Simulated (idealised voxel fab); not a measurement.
process module | voxel fin reveal
cross-section cut | 255 nm wide | cells 5 nm
A cross-section is a grid of square cells, given in bands from the top down. A band is one or more rows of cells.
Each band's line starts with the height of the band's top and of its bottom, in nm. Then come its materials from left to right, each with its width in nm. One material with "throughout" fills the band from edge to edge. "air" is empty space.
Height 0 is the level under which the wafer as received is all one material. The lowest band goes on downwards, as in "0 down".
A width such as "30 to 40" changes by the same amount from each row of cells to the next, from the band's top row to its bottom row.
"no change" after a step means that no cell of the cross-section changed.
closed voids: empty space of 8 cells or more with no open way to the top, each as width x height at its distance from the left edge, in nm
after a step's settings: what the simulator itself notes on the step
overlay nm, on a step with a mask: how far to the right of its planned place the mask lay; to the left if negative
plan
1 op RECEIVE | material Si
2 op CONFORMAL_DEP | material SiN | thk nm 10
3 op DIRECTIONAL_DEP | material aC | thk nm 15
4 op PATTERN | tone cover | mask id FINS | material resist | width nm 15 | pitch nm 35 | thk nm 30 | overlay nm 0
5 op DIRECTIONAL_ETCH | etch materials aC | depth nm 15
6 op STRIP | etch materials resist
7 op DIRECTIONAL_ETCH | etch materials SiN | depth nm 10
8 op DIRECTIONAL_ETCH | etch materials Si | depth nm 30
9 op STRIP | etch materials aC
10 op OXIDIZE | depth nm 5
11 op FILL_DEP | material SiO2 | thk nm 5
12 op CMP | height nm 10
13 op SELECTIVE_ETCH | etch materials SiO2 | depth nm 30
14 op STRIP | etch materials SiN
as received, after step 1
  0 down: Si throughout
  closed voids: none
a wafer at the end: this start, this plan, one mistake
  0 to -20: air 100 | Si 5 | air 30 | Si 5 | air 115
  -20 to -35: SiO2 100 | Si 5 | SiO2 30 | Si 5 | SiO2 115
  -35 down: Si throughout
  closed voids: none
what went wrong: step 4 ran as: op PATTERN | tone cover | mask id FINS | material resist | width nm 15 | pitch nm 35 | thk nm 30 | overlay nm -5
